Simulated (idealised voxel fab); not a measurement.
A process module follows: voxel self aligned contacts.
FYI the section here is cut, 180 nm wide, cells are 5 nm squares.
When this document writes out a cross-section, it uses a grid of square cells and lists it as bands, beginning at the top and moving down, with a band standing for one or more rows of cells. The band entry comprises the height of the band's top followed by the height of its bottom, expressed in nm, and subsequently the band's materials from left to right, each stated together with its width in nm. Where a single material is marked with the word "full width", that material fills the band from edge to edge. The word "empty" represents empty space. Height 0 is the level under which the wafer as received is all one material. The lowest band goes on downwards, as in "0 -> down". The width entry "30..40" should be interpreted row by row: the top row of cells in the band takes the first number, the bottom row takes the second number, and the change between adjacent rows is uniform throughout. A step reported as "no alterations made" is a step in which no cell of the cross-section changed. Reported under the label "Trapped voids" are the empty spaces having no open way to the top and comprising 8 cells or more; the notation for each is width x height at distance, in which the distance is measured from the left edge and all three values are in nm. Anything after a step's settings on that line? It's the simulator's own note about the step. What "overlay nm" on a step's line means: if the step has a mask, that mask lay this far to the right of its planned place, or, when the value is negative, to the left.
Steps planned for the process:
- 1: RECEIVE (material Si)
- 2: OXIDIZE (depth nm 5)
- 3: DIRECTIONAL_DEP (material polySi; thk nm 20)
- 4: DIRECTIONAL_DEP (material SiN; thk nm 15)
- 5: DIRECTIONAL_DEP (material aC; thk nm 10)
- 6: PATTERN (tone cover; mask id GATE; material resist; width nm 25; pitch nm 50; thk nm 25; overlay nm 0)
- 7: DIRECTIONAL_ETCH (etch materials aC; depth nm 10)
- 8: STRIP (etch materials resist)
- 9: DIRECTIONAL_ETCH (etch materials SiN; depth nm 15)
- 10: DIRECTIONAL_ETCH (etch materials polySi; depth nm 20)
- 11: STRIP (etch materials aC)
- 12: CONFORMAL_DEP (material SiN; thk nm 5)
- 13: DIRECTIONAL_ETCH (etch materials SiN; depth nm 5)
- 14: FILL_DEP (material SiO2; thk nm 10)
- 15: CMP (height nm 40)
- 16: PATTERN (tone open; mask id CONTACT; material resist; width nm 35; thk nm 15; overlay nm -15)
- 17: DIRECTIONAL_ETCH (etch materials SiO2; depth nm 45)
- 18: STRIP (etch materials resist)
- 19: CONFORMAL_DEP (material TiN; thk nm 5)
- 20: FILL_DEP (material Ru; thk nm 10)
- 21: CMP (height nm 40)
- 22: CONFORMAL_DEP (material SiN; thk nm 5)
varied across the wafers: overlay nm of step 16. The plan shows the first wafer's value. All wafers start alike
This is how the first of several wafers looked in cross-section when it arrived, which is after step 1:
	0 -> down = Si full width
	Trapped voids: none
First of several wafers: cross-section at the end of the module, after step 22, its last step:
	45 -> 40 = SiN full width
	40 -> 35 = SiO2 (55); TiN (35); SiO2 (90)
	35 -> 20 = SiO2 (45); SiN (35); TiN (10); SiO2 (5); SiN (35); SiO2 (50)
	20 -> 0 = SiO2 (45); SiN (5); polySi (25); SiN (5); TiN (10); SiO2 (5); SiN (5); polySi (25); SiN (5); SiO2 (50)
	0 -> -5 = SiO2 (80); TiN (10); SiO2 (90)
	-5 -> down = Si full width
	Trapped voids: none
The module's end: a cross-section of the last wafer:
	45 -> 40 = SiN full width
	40 -> 35 = SiO2 (85); TiN (35); SiO2 (60)
	35 -> 20 = SiO2 (45); SiN (35); SiO2 (5); TiN (10); SiN (35); SiO2 (50)
	20 -> 0 = SiO2 (45); SiN (5); polySi (25); SiN (5); SiO2 (5); TiN (10); SiN (5); polySi (25); SiN (5); SiO2 (50)
	0 -> -5 = SiO2 (85); TiN (10); SiO2 (85)
	-5 -> down = Si full width
	Trapped voids: none
Heads up, this table goes wafer by wafer. A row tells you, at the end of the module, how many cells of each material that wafer has put on (+) or dropped (-) since it was received, and then its closed voids:
overlay nm -15; -36 Si; +94 SiN; +203 SiO2; +23 TiN; +40 polySi; Trapped voids: none
overlay nm -10; +8 Ru; -36 Si; +94 SiN; +195 SiO2; +23 TiN; +40 polySi; Trapped voids: none
overlay nm -5; +8 Ru; -36 Si; +94 SiN; +195 SiO2; +23 TiN; +40 polySi; Trapped voids: none
overlay nm 0; +8 Ru; -36 Si; +94 SiN; +195 SiO2; +23 TiN; +40 polySi; Trapped voids: none
overlay nm 5; +8 Ru; -36 Si; +94 SiN; +195 SiO2; +23 TiN; +40 polySi; Trapped voids: none
overlay nm 10; +8 Ru; -36 Si; +94 SiN; +195 SiO2; +23 TiN; +40 polySi; Trapped voids: none
overlay nm 15; -36 Si; +94 SiN; +203 SiO2; +23 TiN; +40 polySi; Trapped voids: none
